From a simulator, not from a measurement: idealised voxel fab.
process module | voxel released beams
cross-section cut | 155 nm wide | cells 5 nm
A cross-section is a grid of square cells, given in bands from the top down. A band is one or more rows of cells.
Each band's line starts with the height of the band's top and of its bottom, in nm. Then come its materials from left to right, each with its width in nm. One material with "throughout" fills the band from edge to edge. "air" is empty space.
Height 0 is the level under which the wafer as received is all one material. The lowest band goes on downwards, as in "0 down".
A width such as "30 to 40" changes by the same amount from each row of cells to the next, from the band's top row to its bottom row.
"no change" after a step means that no cell of the cross-section changed.
closed voids: empty space of 8 cells or more with no open way to the top, each as width x height at its distance from the left edge, in nm
after a step's settings: what the simulator itself notes on the step
overlay nm, on a step with a mask: how far to the right of its planned place the mask lay; to the left if negative
plan
1 op RECEIVE | material Si
2 op CONFORMAL_DEP | material SiN | thk nm 10
3 op DIRECTIONAL_DEP | material SiO2 | thk nm 20
4 op MASKED_ETCH | tone open | mask id ANCHOR | width nm 45 | etch materials SiO2 | depth nm 20 | overlay nm 0
5 op CONFORMAL_DEP | material polySi | thk nm 15
6 op PATTERN | tone cover | mask id BEAM | material resist | width nm 100 | thk nm 15 | overlay nm 0
7 op DIRECTIONAL_ETCH | etch materials polySi | depth nm 15
8 op STRIP | etch materials resist
9 op STRIP | etch materials SiO2
as received, after step 1
  0 down: Si throughout
  closed voids: none
a wafer at the end: this start, this plan, one mistake
  45 to 40: air 25 | polySi 20 | air 15 | polySi 65 | air 30
  40 to 30: polySi 45 | air 15 | polySi 95
  30 to 25: SiO2 30 | polySi 15 | air 15 | polySi 15 | SiO2 80
  25 to 10: SiO2 30 | polySi 45 | SiO2 80
  10 to 0: SiN throughout
  0 down: Si throughout
  closed voids: none
what went wrong: step 7 ran as: op DIRECTIONAL_ETCH | etch materials polySi | depth nm 5
